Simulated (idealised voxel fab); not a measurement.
process module | voxel fin reveal
cross-section cut | 270 nm wide | cells 5 nm
A cross-section is a grid of square cells, given in bands from the top down. A band is one or more rows of cells.
Each band's line starts with the height of the band's top and of its bottom, in nm. Then come its materials from left to right, each with its width in nm. One material with "throughout" fills the band from edge to edge. "air" is empty space.
Height 0 is the level under which the wafer as received is all one material. The lowest band goes on downwards, as in "0 down".
A width such as "30 to 40" changes by the same amount from each row of cells to the next, from the band's top row to its bottom row.
"no change" after a step means that no cell of the cross-section changed.
closed voids: empty space of 8 cells or more with no open way to the top, each as width x height at its distance from the left edge, in nm
after a step's settings: what the simulator itself notes on the step
overlay nm, on a step with a mask: how far to the right of its planned place the mask lay; to the left if negative
plan
1 op RECEIVE | material Si
2 op CONFORMAL_DEP | material SiN | thk nm 5
3 op PATTERN | tone cover | mask id FINS | material resist | width nm 15 | pitch nm 35 | thk nm 20 | overlay nm 0
4 op DIRECTIONAL_ETCH | etch materials SiN | depth nm 5
5 op DIRECTIONAL_ETCH | etch materials Si | depth nm 35
6 op STRIP | etch materials resist
7 op OXIDIZE | depth nm 5
8 op FILL_DEP | material SiO2 | thk nm 15
9 op CMP | height nm 5
10 op SELECTIVE_ETCH | etch materials SiO2 | depth nm 20
11 op STRIP | etch materials SiN
12 op CONFORMAL_DEP | material SiO2 | thk nm 5
as received, after step 1
  0 down: Si throughout
  closed voids: none
first wafer at the end, as planned
  5 to 0: air 75 | SiO2 15 | air 20 | SiO2 15 | air 20 | SiO2 15 | air 20 | SiO2 15 | air 75
  0 to -10: air 75 | SiO2 5 | Si 5 | SiO2 5 | air 20 | SiO2 5 | Si 5 | SiO2 5 | air 20 | SiO2 5 | Si 5 | SiO2 5 | air 20 | SiO2 5 | Si 5 | SiO2 5 | air 75
  -10 to -40: SiO2 80 | Si 5 | SiO2 30 | Si 5 | SiO2 30 | Si 5 | SiO2 30 | Si 5 | SiO2 80
  -40 down: Si throughout
  closed voids: none
second wafer at the end: like start, like plan, one mistake
  5 to 0: air 75 | SiO2 15 | air 20 | SiO2 15 | air 20 | SiO2 15 | air 20 | SiO2 15 | air 75
  0 to -10: air 75 | SiO2 5 | Si 5 | SiO2 5 | air 20 | SiO2 5 | Si 5 | SiO2 5 | air 20 | SiO2 5 | Si 5 | SiO2 5 | air 20 | SiO2 5 | Si 5 | SiO2 5 | air 75
  -10 to -15: SiO2 60 | air 15 | SiO2 5 | Si 5 | SiO2 5 | air 20 | SiO2 5 | Si 5 | SiO2 5 | air 20 | SiO2 5 | Si 5 | SiO2 5 | air 20 | SiO2 5 | Si 5 | SiO2 5 | air 15 | SiO2 60
  -15 to -40: SiO2 80 | Si 5 | SiO2 30 | Si 5 | SiO2 30 | Si 5 | SiO2 30 | Si 5 | SiO2 80
  -40 down: Si throughout
  closed voids: none
what went wrong: steps 10 and 11 were swapped
at the end the second wafer has, in cells: 18 fewer of SiO2
